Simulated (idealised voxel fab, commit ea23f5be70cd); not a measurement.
Process module, titled voxel spacer lines
Section cut is 225 nm wide and gridded with 5 nm square cells.
In what follows, cross-sections appear as grids of square cells, described through bands that run from the top down, where every band is one or more rows of cells. It is stipulated that each band's entry specify, in nanometres, the height of the top of the band and then that of its bottom, followed by the materials of the band in left-to-right sequence, each together with its width in nanometres. A single material marked by the word "edge to edge" is understood to fill the band from edge to edge; the word "empty" is understood to denote empty space. A quick word on heights: they are counted from 0, and under that level the wafer as it came to us is one material throughout. The lowest band is different from the rest in having no bottom; it simply continues downward, written as in "0 -> down". Width: "30 to 40" (first number = top row, second number = bottom row, same change from row to row of cells). The designation "no modifications", where it is given for a processing step, indicates that no cell of the cross-section was altered in the course of that step. Any empty space of 8 cells or more lacking an open way to the top shows up in "Closed cavities" as width x height at distance, distance from the left edge, in nm. Past the settings on a step's line: simulator remark, on that step. The optional step-line setting "overlay nm" applies to steps with a mask and quantifies how far to the right of its planned location the mask lay, a negative value indicating leftward placement.

-- The following list gives the planned process steps
step 1: RECEIVE | material Si
step 2: CONFORMAL_DEP | material SiO2 | thk nm 5
step 3: DIRECTIONAL_DEP | material polySi | thk nm 20
step 4: DIRECTIONAL_DEP | material aC | thk nm 25
step 5: PATTERN | tone cover | mask id MANDREL | material resist | width nm 15 | pitch nm 60 | thk nm 30 | overlay nm 0
step 6: DIRECTIONAL_ETCH | etch materials aC | depth nm 25
step 7: STRIP | etch materials resist
step 8: CONFORMAL_DEP | material SiN | thk nm 15
step 9: DIRECTIONAL_ETCH | etch materials SiN | depth nm 15
step 10: STRIP | etch materials aC
step 11: DIRECTIONAL_ETCH | etch materials polySi | depth nm 20
step 12: STRIP | etch materials SiN

-- Wafer cross-section on receipt, i.e. after step 1
0 -> down: Si edge to edge
Closed cavities: none

-- First of two wafers, end-of-module section, run followed plan
25 -> 5: empty 60  polySi 15  empty 15  polySi 15  empty 15  polySi 15  empty 15  polySi 15  empty 60
5 -> 0: SiO2 edge to edge
0 -> down: Si edge to edge
Closed cavities: none

-- Cross-section of the latter of the two wafers at module completion. It had an identical start and an identical plan to the former; in running it, one mistake was made
25 -> 5: empty 75  polySi 15  empty 45  polySi 15  empty 75
5 -> 0: SiO2 edge to edge
0 -> down: Si edge to edge
Closed cavities: none
Processing error: so step 5 ended up running with a different setting than we planned, it ran as PATTERN | tone open | mask id MANDREL | material resist | width nm 15 | pitch nm 60 | thk nm 30 | overlay nm 0
Final wafer comparison in cells, second versus first, more or fewer per material: -24 polySi
